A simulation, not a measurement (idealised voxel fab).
Title: Process Module voxel gate over fins
Square cell edge 5 nm, section width 255 nm, ID cut.
If you're reading a cross-section in this doc, picture square cells in a grid; it comes to you as bands, top ones listed first down to the bottom, and a band can be one or more rows of cells.
In this notation a band is specified by the heights of its top and bottom, in that order and in nm, after which its materials appear from left to right, each paired with its width in nm. The word "throughout" attached to a single material means that material fills the band from edge to edge; the word "blank" stands for empty space.
All heights in this document are referenced to 0, defined as the level beneath which the wafer, as received, consists entirely of one material. The lowest band is not bounded below; it extends indefinitely downward and is written in the form "0 -> down".
It should be noted that a width expressed as "30..40" varies in equal increments from row to row of cells within the band, taking the value of the first number at the top row and that of the second number at the bottom row.
Step marked "no alteration"? Then no cell in the cross-section changed in it.
This entry, "Enclosed void inventory", enumerates those empty regions of no fewer than 8 cells that possess no open connection to the top. Each region is reported in the form width x height at distance, the distance being taken from the left edge, with all three quantities expressed in nm.
after a step's settings: what the simulator itself notes on the step
overlay nm, on a step with a mask: how far to the right of its planned place the mask lay; to the left if negative

## Process steps (planned)
step 1: RECEIVE [material Si]
step 2: CONFORMAL_DEP [material SiN] [thk nm 10]
step 3: MASKED_ETCH [tone cover] [mask id FINS] [width nm 15] [pitch nm 45] [etch materials SiN] [depth nm 10] [overlay nm 0]
step 4: MASKED_ETCH [tone cover] [mask id FINS] [width nm 15] [pitch nm 45] [etch materials Si] [depth nm 30] [overlay nm 0]
step 5: OXIDIZE [depth nm 5]
step 6: FILL_DEP [material SiO2] [thk nm 10]
step 7: CMP [height nm 10]
step 8: SELECTIVE_ETCH [etch materials SiO2] [depth nm 25]
step 9: STRIP [etch materials SiN]
step 10: CONFORMAL_DEP [material HfO2] [thk nm 5]
step 11: CONFORMAL_DEP [material TiN] [thk nm 5]
step 12: FILL_DEP [material W] [thk nm 15]
step 13: CMP [height nm 20]
step 14: CONFORMAL_DEP [material SiN] [thk nm 10]

## Here's what the wafer looked like in cross-section when it arrived - that's after step 1
	0 -> down: Si throughout
	Enclosed void inventory: none

## Result of the module, cross-sectioned: start per above, plan per above, one error in how it was run
	30 -> 20: SiN throughout
	20 -> 10: W throughout
	10 -> 5: W (90) / TiN (25) / W (20) / TiN (25) / W (95)
	5 -> 0: W (90) / TiN (5) / HfO2 (15) / TiN (5) / W (20) / TiN (5) / HfO2 (15) / TiN (5) / W (95)
	0 -> -5: W (90) / TiN (5) / HfO2 (5) / Si (5) / HfO2 (5) / TiN (5) / W (20) / TiN (5) / HfO2 (5) / Si (5) / HfO2 (5) / TiN (5) / W (95)
	-5 -> -10: TiN (95) / HfO2 (5) / Si (5) / HfO2 (5) / TiN (30) / HfO2 (5) / Si (5) / HfO2 (5) / TiN (100)
	-10 -> -15: HfO2 (100) / Si (5) / HfO2 (40) / Si (5) / HfO2 (105)
	-15 -> -25: SiO2 (100) / Si (5) / SiO2 (40) / Si (5) / SiO2 (105)
	-25 -> down: Si throughout
	Enclosed void inventory: none
It is concluded that the wafer was processed incorrectly with respect to the plan, in that not per plan at step 4, really ran MASKED_ETCH [tone cover] [mask id FINS] [width nm 15] [pitch nm 45] [etch materials Si] [depth nm 20] [overlay nm 0]
